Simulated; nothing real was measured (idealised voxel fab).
process module | voxel wiring stack
cross-section cut | 205 nm wide | cells 5 nm
A cross-section is a grid of square cells, given in bands from the top down. A band is one or more rows of cells.
Each band's line starts with the height of the band's top and of its bottom, in nm. Then come its materials from left to right, each with its width in nm. One material with "throughout" fills the band from edge to edge. "air" is empty space.
Height 0 is the level under which the wafer as received is all one material. The lowest band goes on downwards, as in "0 down".
A width such as "30 to 40" changes by the same amount from each row of cells to the next, from the band's top row to its bottom row.
"no change" after a step means that no cell of the cross-section changed.
closed voids: empty space of 8 cells or more with no open way to the top, each as width x height at its distance from the left edge, in nm
after a step's settings: what the simulator itself notes on the step
overlay nm, on a step with a mask: how far to the right of its planned place the mask lay; to the left if negative
plan
1 op RECEIVE | material Si
2 op CONFORMAL_DEP | material SiO2 | thk nm 10
3 op CONFORMAL_DEP | material SiCN | thk nm 5
4 op DIRECTIONAL_DEP | material SiO2 | thk nm 25
5 op PATTERN | tone open | mask id METAL_1 | material resist | width nm 25 | pitch nm 40 | thk nm 15 | overlay nm 0
6 op DIRECTIONAL_ETCH | etch materials SiO2 | depth nm 25
7 op DIRECTIONAL_ETCH | etch materials SiCN | depth nm 5
8 op STRIP | etch materials resist
9 op CONFORMAL_DEP | material TiN | thk nm 5
10 op FILL_DEP | material Cu | thk nm 5
11 op CMP | height nm 40
12 op EPI | material Ru | thk nm 5
13 op FILL_DEP | material SiCN | thk nm 5
14 op DIRECTIONAL_DEP | material SiO2 | thk nm 10
15 op MASKED_ETCH | tone open | mask id PLUG_1 | width nm 15 | pitch nm 40 | etch materials SiO2 | depth nm 10 | overlay nm 0
16 op MASKED_ETCH | tone open | mask id PLUG_1 | width nm 15 | pitch nm 40 | etch materials SiCN | depth nm 5 | overlay nm 0
17 op EPI | material Ru | thk nm 10
18 op EPI | material Ru | thk nm 5
19 op CONFORMAL_DEP | material SiN | thk nm 5
20 op DIRECTIONAL_DEP | material SiO2 | thk nm 25
21 op MASKED_ETCH | tone open | mask id METAL_2 | width nm 25 | pitch nm 40 | etch materials SiO2 | depth nm 25 | overlay nm 0
22 op MASKED_ETCH | tone open | mask id METAL_2 | width nm 25 | pitch nm 40 | etch materials SiN | depth nm 5 | overlay nm 0
23 op CONFORMAL_DEP | material TiN | thk nm 5
24 op FILL_DEP | material Cu | thk nm 5
25 op CMP | height nm 90
26 op CONFORMAL_DEP | material SiCN | thk nm 5
27 op DIRECTIONAL_DEP | material lowk | thk nm 15
28 op MASKED_ETCH | tone open | mask id PLUG_2 | width nm 15 | pitch nm 40 | etch materials lowk | depth nm 15 | overlay nm 0
29 op MASKED_ETCH | tone open | mask id PLUG_2 | width nm 15 | pitch nm 40 | etch materials SiCN | depth nm 5 | overlay nm 0
30 op EPI | material Ru | thk nm 10
31 op EPI | material Ru | thk nm 10
32 op CONFORMAL_DEP | material SiCN | thk nm 5
33 op DIRECTIONAL_DEP | material lowk | thk nm 20
34 op DIRECTIONAL_DEP | material aC | thk nm 15
35 op PATTERN | tone open | mask id METAL_3 | material resist | width nm 25 | pitch nm 40 | thk nm 35 | overlay nm 0
36 op DIRECTIONAL_ETCH | etch materials aC | depth nm 15
37 op STRIP | etch materials resist
38 op DIRECTIONAL_ETCH | etch materials lowk | depth nm 20
39 op DIRECTIONAL_ETCH | etch materials SiCN | depth nm 5
40 op STRIP | etch materials aC
41 op CONFORMAL_DEP | material TiN | thk nm 5
42 op FILL_DEP | material Cu | thk nm 10
43 op CMP | height nm 135
44 op CONFORMAL_DEP | material SiN | thk nm 5
first wafer, as planned
as received, after step 1
  0 down: Si throughout
  closed voids: none
after step 2
  10 to 0: SiO2 throughout
  below 0: unchanged
after step 3
  15 to 10: SiCN throughout
  below 10: unchanged
after step 4
  40 to 15: SiO2 throughout
  below 15: unchanged
after step 5
  55 to 40: resist 30 | air 25 | resist 15 | air 25 | resist 15 | air 25 | resist 15 | air 25 | resist 30
  below 40: unchanged
after step 6
  55 to 40: resist 30 | air 25 | resist 15 | air 25 | resist 15 | air 25 | resist 15 | air 25 | resist 30
  40 to 15: SiO2 30 | air 25 | SiO2 15 | air 25 | SiO2 15 | air 25 | SiO2 15 | air 25 | SiO2 30
  below 15: unchanged
after step 7
  55 to 40: resist 30 | air 25 | resist 15 | air 25 | resist 15 | air 25 | resist 15 | air 25 | resist 30
  40 to 15: SiO2 30 | air 25 | SiO2 15 | air 25 | SiO2 15 | air 25 | SiO2 15 | air 25 | SiO2 30
  15 to 10: SiCN 30 | air 25 | SiCN 15 | air 25 | SiCN 15 | air 25 | SiCN 15 | air 25 | SiCN 30
  below 10: unchanged
after step 8
  40 to 15: SiO2 30 | air 25 | SiO2 15 | air 25 | SiO2 15 | air 25 | SiO2 15 | air 25 | SiO2 30
  below 15: unchanged
after step 9
  45 to 40: TiN 35 | air 15 | TiN 25 | air 15 | TiN 25 | air 15 | TiN 25 | air 15 | TiN 35
  40 to 15: SiO2 30 | TiN 5 | air 15 | TiN 5 | SiO2 15 | TiN 5 | air 15 | TiN 5 | SiO2 15 | TiN 5 | air 15 | TiN 5 | SiO2 15 | TiN 5 | air 15 | TiN 5 | SiO2 30
  15 to 10: SiCN 30 | TiN 25 | SiCN 15 | TiN 25 | SiCN 15 | TiN 25 | SiCN 15 | TiN 25 | SiCN 30
  below 10: unchanged
after step 10
  50 to 45: Cu throughout
  45 to 40: TiN 35 | Cu 15 | TiN 25 | Cu 15 | TiN 25 | Cu 15 | TiN 25 | Cu 15 | TiN 35
  40 to 15: SiO2 30 | TiN 5 | Cu 15 | TiN 5 | SiO2 15 | TiN 5 | Cu 15 | TiN 5 | SiO2 15 | TiN 5 | Cu 15 | TiN 5 | SiO2 15 | TiN 5 | Cu 15 | TiN 5 | SiO2 30
  below 15: unchanged
after step 11
  40 to 15: SiO2 30 | TiN 5 | Cu 15 | TiN 5 | SiO2 15 | TiN 5 | Cu 15 | TiN 5 | SiO2 15 | TiN 5 | Cu 15 | TiN 5 | SiO2 15 | TiN 5 | Cu 15 | TiN 5 | SiO2 30
  below 15: unchanged
after step 12
  45 to 40: air 25 | Ru 35 | air 5 | Ru 35 | air 5 | Ru 35 | air 5 | Ru 35 | air 25
  below 40: unchanged
after step 13
  50 to 45: SiCN throughout
  45 to 40: SiCN 25 | Ru 35 | SiCN 5 | Ru 35 | SiCN 5 | Ru 35 | SiCN 5 | Ru 35 | SiCN 25
  below 40: unchanged
after step 14
  60 to 50: SiO2 throughout
  below 50: unchanged
after step 15
  60 to 50: SiO2 30 | air 15 | SiO2 25 | air 15 | SiO2 25 | air 15 | SiO2 25 | air 15 | SiO2 40
  below 50: unchanged
after step 16
  60 to 50: SiO2 30 | air 15 | SiO2 25 | air 15 | SiO2 25 | air 15 | SiO2 25 | air 15 | SiO2 40
  50 to 45: SiCN 30 | air 15 | SiCN 25 | air 15 | SiCN 25 | air 15 | SiCN 25 | air 15 | SiCN 40
  below 45: unchanged
after step 17
  60 to 55: SiO2 30 | air 15 | SiO2 25 | air 15 | SiO2 25 | air 15 | SiO2 25 | air 15 | SiO2 40
  55 to 50: SiO2 30 | Ru 15 | SiO2 25 | Ru 15 | SiO2 25 | Ru 15 | SiO2 25 | Ru 15 | SiO2 40
  50 to 40: SiCN 30 to 25 | Ru 15 to 35 | SiCN 25 to 5 | Ru 15 to 35 | SiCN 25 to 5 | Ru 15 to 35 | SiCN 25 to 5 | Ru 15 to 35 | SiCN 40 to 25
  below 40: unchanged
after step 18
  60 to 50: SiO2 30 | Ru 15 | SiO2 25 | Ru 15 | SiO2 25 | Ru 15 | SiO2 25 | Ru 15 | SiO2 40
  below 50: unchanged
after step 19
  65 to 60: SiN throughout
  below 60: unchanged
after step 20
  90 to 65: SiO2 throughout
  below 65: unchanged
after step 21
  90 to 65: SiO2 30 | air 25 | SiO2 15 | air 25 | SiO2 15 | air 25 | SiO2 15 | air 25 | SiO2 30
  below 65: unchanged
after step 22
  90 to 65: SiO2 30 | air 25 | SiO2 15 | air 25 | SiO2 15 | air 25 | SiO2 15 | air 25 | SiO2 30
  65 to 60: SiN 30 | air 25 | SiN 15 | air 25 | SiN 15 | air 25 | SiN 15 | air 25 | SiN 30
  below 60: unchanged
after step 23
  95 to 90: TiN 35 | air 15 | TiN 25 | air 15 | TiN 25 | air 15 | TiN 25 | air 15 | TiN 35
  90 to 65: SiO2 30 | TiN 5 | air 15 | TiN 5 | SiO2 15 | TiN 5 | air 15 | TiN 5 | SiO2 15 | TiN 5 | air 15 | TiN 5 | SiO2 15 | TiN 5 | air 15 | TiN 5 | SiO2 30
  65 to 60: SiN 30 | TiN 25 | SiN 15 | TiN 25 | SiN 15 | TiN 25 | SiN 15 | TiN 25 | SiN 30
  below 60: unchanged
after step 24
  100 to 95: Cu throughout
  95 to 90: TiN 35 | Cu 15 | TiN 25 | Cu 15 | TiN 25 | Cu 15 | TiN 25 | Cu 15 | TiN 35
  90 to 65: SiO2 30 | TiN 5 | Cu 15 | TiN 5 | SiO2 15 | TiN 5 | Cu 15 | TiN 5 | SiO2 15 | TiN 5 | Cu 15 | TiN 5 | SiO2 15 | TiN 5 | Cu 15 | TiN 5 | SiO2 30
  below 65: unchanged
after step 25
  90 to 65: SiO2 30 | TiN 5 | Cu 15 | TiN 5 | SiO2 15 | TiN 5 | Cu 15 | TiN 5 | SiO2 15 | TiN 5 | Cu 15 | TiN 5 | SiO2 15 | TiN 5 | Cu 15 | TiN 5 | SiO2 30
  below 65: unchanged
after step 26
  95 to 90: SiCN throughout
  below 90: unchanged
after step 27
  110 to 95: lowk throughout
  below 95: unchanged
after step 28
  110 to 95: lowk 30 | air 15 | lowk 25 | air 15 | lowk 25 | air 15 | lowk 25 | air 15 | lowk 40
  below 95: unchanged
after step 29
  110 to 95: lowk 30 | air 15 | lowk 25 | air 15 | lowk 25 | air 15 | lowk 25 | air 15 | lowk 40
  95 to 90: SiCN 30 | air 15 | SiCN 25 | air 15 | SiCN 25 | air 15 | SiCN 25 | air 15 | SiCN 40
  below 90: unchanged
after step 30
  110 to 100: lowk 30 | air 15 | lowk 25 | air 15 | lowk 25 | air 15 | lowk 25 | air 15 | lowk 40
  100 to 95: lowk 30 | Ru 15 | lowk 25 | Ru 15 | lowk 25 | Ru 15 | lowk 25 | Ru 15 | lowk 40
  95 to 90: SiCN 30 | Ru 15 | SiCN 25 | Ru 15 | SiCN 25 | Ru 15 | SiCN 25 | Ru 15 | SiCN 40
  below 90: unchanged
after step 31
  110 to 95: lowk 30 | Ru 15 | lowk 25 | Ru 15 | lowk 25 | Ru 15 | lowk 25 | Ru 15 | lowk 40
  below 95: unchanged
after step 32
  115 to 110: SiCN throughout
  below 110: unchanged
after step 33
  135 to 115: lowk throughout
  below 115: unchanged
after step 34
  150 to 135: aC throughout
  below 135: unchanged
after step 35
  185 to 150: resist 30 | air 25 | resist 15 | air 25 | resist 15 | air 25 | resist 15 | air 25 | resist 30
  below 150: unchanged
after step 36
  170 to 150: resist 30 | air 25 | resist 15 | air 25 | resist 15 | air 25 | resist 15 | air 25 | resist 30
  150 to 135: aC 30 | air 25 | aC 15 | air 25 | aC 15 | air 25 | aC 15 | air 25 | aC 30
  below 135: unchanged
after step 37
  150 to 135: aC 30 | air 25 | aC 15 | air 25 | aC 15 | air 25 | aC 15 | air 25 | aC 30
  below 135: unchanged
after step 38
  150 to 135: aC 30 | air 25 | aC 15 | air 25 | aC 15 | air 25 | aC 15 | air 25 | aC 30
  135 to 115: lowk 30 | air 25 | lowk 15 | air 25 | lowk 15 | air 25 | lowk 15 | air 25 | lowk 30
  below 115: unchanged
after step 39
  150 to 135: aC 30 | air 25 | aC 15 | air 25 | aC 15 | air 25 | aC 15 | air 25 | aC 30
  135 to 115: lowk 30 | air 25 | lowk 15 | air 25 | lowk 15 | air 25 | lowk 15 | air 25 | lowk 30
  115 to 110: SiCN 30 | air 25 | SiCN 15 | air 25 | SiCN 15 | air 25 | SiCN 15 | air 25 | SiCN 30
  below 110: unchanged
after step 40
  135 to 115: lowk 30 | air 25 | lowk 15 | air 25 | lowk 15 | air 25 | lowk 15 | air 25 | lowk 30
  below 115: unchanged
after step 41
  140 to 135: TiN 35 | air 15 | TiN 25 | air 15 | TiN 25 | air 15 | TiN 25 | air 15 | TiN 35
  135 to 115: lowk 30 | TiN 5 | air 15 | TiN 5 | lowk 15 | TiN 5 | air 15 | TiN 5 | lowk 15 | TiN 5 | air 15 | TiN 5 | lowk 15 | TiN 5 | air 15 | TiN 5 | lowk 30
  115 to 110: SiCN 30 | TiN 25 | SiCN 15 | TiN 25 | SiCN 15 | TiN 25 | SiCN 15 | TiN 25 | SiCN 30
  below 110: unchanged
after step 42
  150 to 140: Cu throughout
  140 to 135: TiN 35 | Cu 15 | TiN 25 | Cu 15 | TiN 25 | Cu 15 | TiN 25 | Cu 15 | TiN 35
  135 to 115: lowk 30 | TiN 5 | Cu 15 | TiN 5 | lowk 15 | TiN 5 | Cu 15 | TiN 5 | lowk 15 | TiN 5 | Cu 15 | TiN 5 | lowk 15 | TiN 5 | Cu 15 | TiN 5 | lowk 30
  below 115: unchanged
after step 43
  135 to 115: lowk 30 | TiN 5 | Cu 15 | TiN 5 | lowk 15 | TiN 5 | Cu 15 | TiN 5 | lowk 15 | TiN 5 | Cu 15 | TiN 5 | lowk 15 | TiN 5 | Cu 15 | TiN 5 | lowk 30
  below 115: unchanged
after step 44
  140 to 135: SiN throughout
  below 135: unchanged
second wafer: like start, like plan, one mistake. Through step 10 it matches the first wafer
when step 11 should have ended
  35 to 15: SiO2 30 | TiN 5 | Cu 15 | TiN 5 | SiO2 15 | TiN 5 | Cu 15 | TiN 5 | SiO2 15 | TiN 5 | Cu 15 | TiN 5 | SiO2 15 | TiN 5 | Cu 15 | TiN 5 | SiO2 30
  below 15: unchanged
when step 12 should have ended
  40 to 35: air 25 | Ru 35 | air 5 | Ru 35 | air 5 | Ru 35 | air 5 | Ru 35 | air 25
  below 35: unchanged
when step 13 should have ended
  45 to 40: SiCN throughout
  40 to 35: SiCN 25 | Ru 35 | SiCN 5 | Ru 35 | SiCN 5 | Ru 35 | SiCN 5 | Ru 35 | SiCN 25
  below 35: unchanged
when step 14 should have ended
  55 to 45: SiO2 throughout
  below 45: unchanged
when step 15 should have ended
  55 to 45: SiO2 30 | air 15 | SiO2 25 | air 15 | SiO2 25 | air 15 | SiO2 25 | air 15 | SiO2 40
  below 45: unchanged
when step 16 should have ended
  55 to 45: SiO2 30 | air 15 | SiO2 25 | air 15 | SiO2 25 | air 15 | SiO2 25 | air 15 | SiO2 40
  45 to 40: SiCN 30 | air 15 | SiCN 25 | air 15 | SiCN 25 | air 15 | SiCN 25 | air 15 | SiCN 40
  below 40: unchanged
when step 17 should have ended
  55 to 50: SiO2 30 | air 15 | SiO2 25 | air 15 | SiO2 25 | air 15 | SiO2 25 | air 15 | SiO2 40
  50 to 45: SiO2 30 | Ru 15 | SiO2 25 | Ru 15 | SiO2 25 | Ru 15 | SiO2 25 | Ru 15 | SiO2 40
  45 to 35: SiCN 30 to 25 | Ru 15 to 35 | SiCN 25 to 5 | Ru 15 to 35 | SiCN 25 to 5 | Ru 15 to 35 | SiCN 25 to 5 | Ru 15 to 35 | SiCN 40 to 25
  below 35: unchanged
when step 18 should have ended
  55 to 45: SiO2 30 | Ru 15 | SiO2 25 | Ru 15 | SiO2 25 | Ru 15 | SiO2 25 | Ru 15 | SiO2 40
  below 45: unchanged
when step 19 should have ended
  60 to 55: SiN throughout
  below 55: unchanged
when step 20 should have ended
  85 to 60: SiO2 throughout
  below 60: unchanged
when step 21 should have ended
  85 to 60: SiO2 30 | air 25 | SiO2 15 | air 25 | SiO2 15 | air 25 | SiO2 15 | air 25 | SiO2 30
  below 60: unchanged
when step 22 should have ended
  85 to 60: SiO2 30 | air 25 | SiO2 15 | air 25 | SiO2 15 | air 25 | SiO2 15 | air 25 | SiO2 30
  60 to 55: SiN 30 | air 25 | SiN 15 | air 25 | SiN 15 | air 25 | SiN 15 | air 25 | SiN 30
  below 55: unchanged
when step 23 should have ended
  90 to 85: TiN 35 | air 15 | TiN 25 | air 15 | TiN 25 | air 15 | TiN 25 | air 15 | TiN 35
  85 to 60: SiO2 30 | TiN 5 | air 15 | TiN 5 | SiO2 15 | TiN 5 | air 15 | TiN 5 | SiO2 15 | TiN 5 | air 15 | TiN 5 | SiO2 15 | TiN 5 | air 15 | TiN 5 | SiO2 30
  60 to 55: SiN 30 | TiN 25 | SiN 15 | TiN 25 | SiN 15 | TiN 25 | SiN 15 | TiN 25 | SiN 30
  below 55: unchanged
when step 24 should have ended
  95 to 90: Cu throughout
  90 to 85: TiN 35 | Cu 15 | TiN 25 | Cu 15 | TiN 25 | Cu 15 | TiN 25 | Cu 15 | TiN 35
  85 to 60: SiO2 30 | TiN 5 | Cu 15 | TiN 5 | SiO2 15 | TiN 5 | Cu 15 | TiN 5 | SiO2 15 | TiN 5 | Cu 15 | TiN 5 | SiO2 15 | TiN 5 | Cu 15 | TiN 5 | SiO2 30
  below 60: unchanged
when step 25 should have ended
  90 to 85: TiN 35 | Cu 15 | TiN 25 | Cu 15 | TiN 25 | Cu 15 | TiN 25 | Cu 15 | TiN 35
  below 85: unchanged
when step 26 should have ended
  95 to 90: SiCN throughout
  below 90: unchanged
when step 27 should have ended
  110 to 95: lowk throughout
  below 95: unchanged
when step 28 should have ended
  110 to 95: lowk 30 | air 15 | lowk 25 | air 15 | lowk 25 | air 15 | lowk 25 | air 15 | lowk 40
  below 95: unchanged
when step 29 should have ended
  110 to 95: lowk 30 | air 15 | lowk 25 | air 15 | lowk 25 | air 15 | lowk 25 | air 15 | lowk 40
  95 to 90: SiCN 30 | air 15 | SiCN 25 | air 15 | SiCN 25 | air 15 | SiCN 25 | air 15 | SiCN 40
  below 90: unchanged
when step 30 should have ended
  110 to 100: lowk 30 | air 15 | lowk 25 | air 15 | lowk 25 | air 15 | lowk 25 | air 15 | lowk 40
  100 to 95: lowk 30 | Ru 15 | lowk 25 | Ru 15 | lowk 25 | Ru 15 | lowk 25 | Ru 15 | lowk 40
  95 to 90: SiCN 30 | Ru 15 | SiCN 25 | Ru 15 | SiCN 25 | Ru 15 | SiCN 25 | Ru 15 | SiCN 40
  below 90: unchanged
when step 31 should have ended
  110 to 95: lowk 30 | Ru 15 | lowk 25 | Ru 15 | lowk 25 | Ru 15 | lowk 25 | Ru 15 | lowk 40
  below 95: unchanged
when step 32 should have ended
  115 to 110: SiCN throughout
  below 110: unchanged
when step 33 should have ended
  135 to 115: lowk throughout
  below 115: unchanged
when step 34 should have ended
  150 to 135: aC throughout
  below 135: unchanged
when step 35 should have ended
  185 to 150: resist 30 | air 25 | resist 15 | air 25 | resist 15 | air 25 | resist 15 | air 25 | resist 30
  below 150: unchanged
when step 36 should have ended
  170 to 150: resist 30 | air 25 | resist 15 | air 25 | resist 15 | air 25 | resist 15 | air 25 | resist 30
  150 to 135: aC 30 | air 25 | aC 15 | air 25 | aC 15 | air 25 | aC 15 | air 25 | aC 30
  below 135: unchanged
when step 37 should have ended
  150 to 135: aC 30 | air 25 | aC 15 | air 25 | aC 15 | air 25 | aC 15 | air 25 | aC 30
  below 135: unchanged
when step 38 should have ended
  150 to 135: aC 30 | air 25 | aC 15 | air 25 | aC 15 | air 25 | aC 15 | air 25 | aC 30
  135 to 115: lowk 30 | air 25 | lowk 15 | air 25 | lowk 15 | air 25 | lowk 15 | air 25 | lowk 30
  below 115: unchanged
when step 39 should have ended
  150 to 135: aC 30 | air 25 | aC 15 | air 25 | aC 15 | air 25 | aC 15 | air 25 | aC 30
  135 to 115: lowk 30 | air 25 | lowk 15 | air 25 | lowk 15 | air 25 | lowk 15 | air 25 | lowk 30
  115 to 110: SiCN 30 | air 25 | SiCN 15 | air 25 | SiCN 15 | air 25 | SiCN 15 | air 25 | SiCN 30
  below 110: unchanged
when step 40 should have ended
  135 to 115: lowk 30 | air 25 | lowk 15 | air 25 | lowk 15 | air 25 | lowk 15 | air 25 | lowk 30
  below 115: unchanged
when step 41 should have ended
  140 to 135: TiN 35 | air 15 | TiN 25 | air 15 | TiN 25 | air 15 | TiN 25 | air 15 | TiN 35
  135 to 115: lowk 30 | TiN 5 | air 15 | TiN 5 | lowk 15 | TiN 5 | air 15 | TiN 5 | lowk 15 | TiN 5 | air 15 | TiN 5 | lowk 15 | TiN 5 | air 15 | TiN 5 | lowk 30
  115 to 110: SiCN 30 | TiN 25 | SiCN 15 | TiN 25 | SiCN 15 | TiN 25 | SiCN 15 | TiN 25 | SiCN 30
  below 110: unchanged
when step 42 should have ended
  150 to 140: Cu throughout
  140 to 135: TiN 35 | Cu 15 | TiN 25 | Cu 15 | TiN 25 | Cu 15 | TiN 25 | Cu 15 | TiN 35
  135 to 115: lowk 30 | TiN 5 | Cu 15 | TiN 5 | lowk 15 | TiN 5 | Cu 15 | TiN 5 | lowk 15 | TiN 5 | Cu 15 | TiN 5 | lowk 15 | TiN 5 | Cu 15 | TiN 5 | lowk 30
  below 115: unchanged
when step 43 should have ended
  135 to 115: lowk 30 | TiN 5 | Cu 15 | TiN 5 | lowk 15 | TiN 5 | Cu 15 | TiN 5 | lowk 15 | TiN 5 | Cu 15 | TiN 5 | lowk 15 | TiN 5 | Cu 15 | TiN 5 | lowk 30
  below 115: unchanged
when step 44 should have ended
  140 to 135: SiN throughout
  below 135: unchanged
what went wrong: step 11 ran as: op CMP | height nm 35
at the end the second wafer has, in cells: 21 fewer of SiO2 | 21 more of TiN
